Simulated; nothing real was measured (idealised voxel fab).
Process module name: voxel spacer lines
Each square cell in cross-section cut measures 5 nm, and the section as a whole is 160 nm wide.
Cross-section = grid of square cells, listed top down in bands; band = one or more rows.
Look at the band entry: it leads with the top's height and the bottom's height in nm. Then it lists the materials left to right, with a width in nm for each. The word "throughout" on a single material says that material fills the band edge to edge. The word "blank" is empty space.
Zero point of the height axis is 0; under it, received wafer = one material. Lowest band: continues down indefinitely, "z 0 and below".
A two-number width, for instance "30->40", indicates that the width is equal to the first number in the top row of the band and to the second number in the bottom row, and that it changes by a constant amount per row of cells.
The designation "no modification", where it is given for a processing step, indicates that no cell of the cross-section was altered in the course of that step.
"Trapped voids" contains a list of empty spaces, each no smaller than 8 cells and without an open way to the top, written in the form width x height at distance with the distance from the left edge and all three in nm.
Whatever follows a step's settings on its line is a remark the simulator itself makes about that step.
What "overlay nm" on a step's line means: if the step has a mask, that mask lay this far to the right of its planned place, or, when the value is negative, to the left.
# Process steps (planned)
step 1: RECEIVE | material Si
step 2: CONFORMAL_DEP | material Al2O3 | thk nm 5
step 3: DIRECTIONAL_DEP | material W | thk nm 15
step 4: DIRECTIONAL_DEP | material aC | thk nm 20
step 5: PATTERN | tone cover | mask id MANDREL | material resist | width nm 20 | pitch nm 60 | thk nm 25 | overlay nm 0
step 6: DIRECTIONAL_ETCH | etch materials aC | depth nm 20
step 7: STRIP | etch materials resist
step 8: CONFORMAL_DEP | material SiO2 | thk nm 10
step 9: DIRECTIONAL_ETCH | etch materials SiO2 | depth nm 10
step 10: STRIP | etch materials aC
step 11: DIRECTIONAL_ETCH | etch materials W | depth nm 15
step 12: STRIP | etch materials SiO2
# First of the two wafers, run per plan
# Incoming wafer in cross-section (state: after step 1)
* z 0 and below: Si throughout
* Trapped voids: none
# So this is the wafer cross-section right after step 2
* z 5 to 0: Al2O3 throughout
* Unchanged below 0.
# So this is the wafer cross-section right after step 3
* z 20 to 5: W throughout
* Unchanged below 5.
# So this is the wafer cross-section right after step 4
* z 40 to 20: aC throughout
* Unchanged below 20.
# So this is the wafer cross-section right after step 5
* z 65 to 40: 40 of blank  20 of resist  40 of blank  20 of resist  40 of blank
* Unchanged below 40.
# So this is the wafer cross-section right after step 6
* z 45 to 40: 40 of blank  20 of resist  40 of blank  20 of resist  40 of blank
* z 40 to 20: 40 of blank  20 of aC  40 of blank  20 of aC  40 of blank
* Unchanged below 20.
# So this is the wafer cross-section right after step 7
* z 40 to 20: 40 of blank  20 of aC  40 of blank  20 of aC  40 of blank
* Unchanged below 20.
# So this is the wafer cross-section right after step 8
* z 50 to 40: 30 of blank  40 of SiO2  20 of blank  40 of SiO2  30 of blank
* z 40 to 30: 30 of blank  10 of SiO2  20 of aC  10 of SiO2  20 of blank  10 of SiO2  20 of aC  10 of SiO2  30 of blank
* z 30 to 20: 40 of SiO2  20 of aC  40 of SiO2  20 of aC  40 of SiO2
* Unchanged below 20.
# So this is the wafer cross-section right after step 9
* z 40 to 20: 30 of blank  10 of SiO2  20 of aC  10 of SiO2  20 of blank  10 of SiO2  20 of aC  10 of SiO2  30 of blank
* Unchanged below 20.
# So this is the wafer cross-section right after step 10
* z 40 to 20: 30 of blank  10 of SiO2  20 of blank  10 of SiO2  20 of blank  10 of SiO2  20 of blank  10 of SiO2  30 of blank
* Unchanged below 20.
# So this is the wafer cross-section right after step 11
* z 40 to 20: 30 of blank  10 of SiO2  20 of blank  10 of SiO2  20 of blank  10 of SiO2  20 of blank  10 of SiO2  30 of blank
* z 20 to 5: 30 of blank  10 of W  20 of blank  10 of W  20 of blank  10 of W  20 of blank  10 of W  30 of blank
* Unchanged below 5.
# So this is the wafer cross-section right after step 12
* z 20 to 5: 30 of blank  10 of W  20 of blank  10 of W  20 of blank  10 of W  20 of blank  10 of W  30 of blank
* Unchanged below 5.
# It is to be noted that the second wafer proceeded from the same initial state and according to the same plan as the first, although one mistake was committed in its execution; through step 1, inclusive, the two wafers share an identical history
The second wafer cut through, at the time step 2 was supposed to be finished: no modification
# The second wafer cut through, at the time step 3 was supposed to be finished
* z 15 to 0: W throughout
* Unchanged below 0.
# The second wafer cut through, at the time step 4 was supposed to be finished
* z 35 to 15: aC throughout
* Unchanged below 15.
# The second wafer cut through, at the time step 5 was supposed to be finished
* z 60 to 35: 40 of blank  20 of resist  40 of blank  20 of resist  40 of blank
* Unchanged below 35.
# The second wafer cut through, at the time step 6 was supposed to be finished
* z 40 to 35: 40 of blank  20 of resist  40 of blank  20 of resist  40 of blank
* z 35 to 15: 40 of blank  20 of aC  40 of blank  20 of aC  40 of blank
* Unchanged below 15.
# The second wafer cut through, at the time step 7 was supposed to be finished
* z 35 to 15: 40 of blank  20 of aC  40 of blank  20 of aC  40 of blank
* Unchanged below 15.
# The second wafer cut through, at the time step 8 was supposed to be finished
* z 45 to 35: 30 of blank  40 of SiO2  20 of blank  40 of SiO2  30 of blank
* z 35 to 25: 30 of blank  10 of SiO2  20 of aC  10 of SiO2  20 of blank  10 of SiO2  20 of aC  10 of SiO2  30 of blank
* z 25 to 15: 40 of SiO2  20 of aC  40 of SiO2  20 of aC  40 of SiO2
* Unchanged below 15.
# The second wafer cut through, at the time step 9 was supposed to be finished
* z 35 to 15: 30 of blank  10 of SiO2  20 of aC  10 of SiO2  20 of blank  10 of SiO2  20 of aC  10 of SiO2  30 of blank
* Unchanged below 15.
# The second wafer cut through, at the time step 10 was supposed to be finished
* z 35 to 15: 30 of blank  10 of SiO2  20 of blank  10 of SiO2  20 of blank  10 of SiO2  20 of blank  10 of SiO2  30 of blank
* Unchanged below 15.
# The second wafer cut through, at the time step 11 was supposed to be finished
* z 35 to 15: 30 of blank  10 of SiO2  20 of blank  10 of SiO2  20 of blank  10 of SiO2  20 of blank  10 of SiO2  30 of blank
* z 15 to 0: 30 of blank  10 of W  20 of blank  10 of W  20 of blank  10 of W  20 of blank  10 of W  30 of blank
* Unchanged below 0.
# The second wafer cut through, at the time step 12 was supposed to be finished
* z 15 to 0: 30 of blank  10 of W  20 of blank  10 of W  20 of blank  10 of W  20 of blank  10 of W  30 of blank
* Unchanged below 0.
Short version of what went wrong: plan step 2 never ran because it was skipped
End of process, cell counts, second wafer against first, materials with more or fewer: Al2O3: 32 fewer
